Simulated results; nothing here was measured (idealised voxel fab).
Herein follows the process module entitled voxel capacitor over wiring.
The cross-section on display is named cut; it measures 155 nm wide, and its cells are 5 nm squares.
Bands, listed from the top down, are how a cross-section gets written in this document; the cross-section itself is a grid of square cells, and a band is one or more rows of them. It is stipulated that each band's entry specify, in nanometres, the height of the top of the band and then that of its bottom, followed by the materials of the band in left-to-right sequence, each together with its width in nanometres. A single material marked by the word "everywhere" is understood to fill the band from edge to edge; the word "air" is understood to denote empty space. Basically, 0 is our baseline, since under it the wafer straight out of the box is all one material. The bottom band has no lower end and keeps on going down, so it looks like "0..down". A width given as "30->40" starts at the first number in the band's top row and ends at the second number in its bottom row, shifting by an equal amount at every step from row to row. "no alterations made" -> step changed no cross-section cell. Voids not open to the top, 8 cells minimum: see "Enclosed internal cavities". Written width x height at distance; distance is from the left edge; nm. after a step's settings: what the simulator itself notes on the step. "overlay nm" on a masked step: distance the mask lay right of its planned place, negative for left.

Process steps - plan
1,RECEIVE, material Si
2,CONFORMAL_DEP, material SiO2, thk nm 10
3,CONFORMAL_DEP, material SiN, thk nm 5
4,DIRECTIONAL_DEP, material SiO2, thk nm 25
5,DIRECTIONAL_DEP, material aC, thk nm 15
6,PATTERN, tone open, mask id METAL_1, material resist, width nm 20, pitch nm 85, thk nm 30, overlay nm -10
7,DIRECTIONAL_ETCH, etch materials aC, depth nm 15
8,STRIP, etch materials resist
9,DIRECTIONAL_ETCH, etch materials SiO2, depth nm 25
10,DIRECTIONAL_ETCH, etch materials SiN, depth nm 5
11,STRIP, etch materials aC
12,CONFORMAL_DEP, material TiN, thk nm 5
13,FILL_DEP, material Cu, thk nm 5
14,CMP, height nm 40
15,CONFORMAL_DEP, material SiCN, thk nm 5
16,DIRECTIONAL_DEP, material SiO2, thk nm 15
17,DIRECTIONAL_DEP, material aC, thk nm 15
18,PATTERN, tone open, mask id PLUG_1, material resist, width nm 15, thk nm 30, overlay nm 0
19,DIRECTIONAL_ETCH, etch materials aC, depth nm 15
20,STRIP, etch materials resist
21,DIRECTIONAL_ETCH, etch materials SiO2, depth nm 15
22,DIRECTIONAL_ETCH, etch materials SiCN, depth nm 5
23,STRIP, etch materials aC
24,EPI, material Ru, thk nm 10
25,EPI, material Ru, thk nm 10
26,DIRECTIONAL_DEP, material TiN, thk nm 10
27,DIRECTIONAL_DEP, material SiN, thk nm 5
28,DIRECTIONAL_DEP, material TiN, thk nm 5
29,PATTERN, tone cover, mask id UPPER_PLATE, material resist, width nm 70, thk nm 15, overlay nm 0
30,DIRECTIONAL_ETCH, etch materials TiN, depth nm 5
31,DIRECTIONAL_ETCH, etch materials SiN, depth nm 5
32,STRIP, etch materials resist
33,MASKED_ETCH, tone cover, mask id LOWER_PLATE, width nm 80, etch materials TiN, depth nm 10, overlay nm 0
34,FILL_DEP, material SiO2, thk nm 15
35,CMP, height nm 90
36,MASKED_ETCH, tone open, mask id PLUG_2, width nm 15, etch materials SiO2, depth nm 10, overlay nm 0
37,CONFORMAL_DEP, material TiN, thk nm 5
38,FILL_DEP, material Ru, thk nm 10
39,CMP, height nm 90
40,CONFORMAL_DEP, material SiCN, thk nm 5
Variable across wafers: step 6 overlay nm (plan value is that of the first wafer; starting state common to all).

The first of several wafers, as received after step 1, seen in section
    0..down | Si everywhere
    Enclosed internal cavities: none

Note: the following table is arranged by wafer, a row apiece. Each row reports the end-of-module state: per material, cells gained (+) or cells lost (-) compared with the wafer as received; closed voids follow
overlay nm -10, +20 Cu, +13 Ru, +59 SiCN, +37 SiN, +381 SiO2, +79 TiN, Enclosed internal cavities: none
overlay nm -5, +20 Cu, +13 Ru, +59 SiCN, +37 SiN, +381 SiO2, +79 TiN, Enclosed internal cavities: none
overlay nm 0, +20 Cu, +13 Ru, +59 SiCN, +37 SiN, +381 SiO2, +79 TiN, Enclosed internal cavities: none
overlay nm 5, +20 Cu, +13 Ru, +59 SiCN, +37 SiN, +381 SiO2, +79 TiN, Enclosed internal cavities: none
overlay nm 10, +20 Cu, +13 Ru, +59 SiCN, +37 SiN, +381 SiO2, +79 TiN, Enclosed internal cavities: none
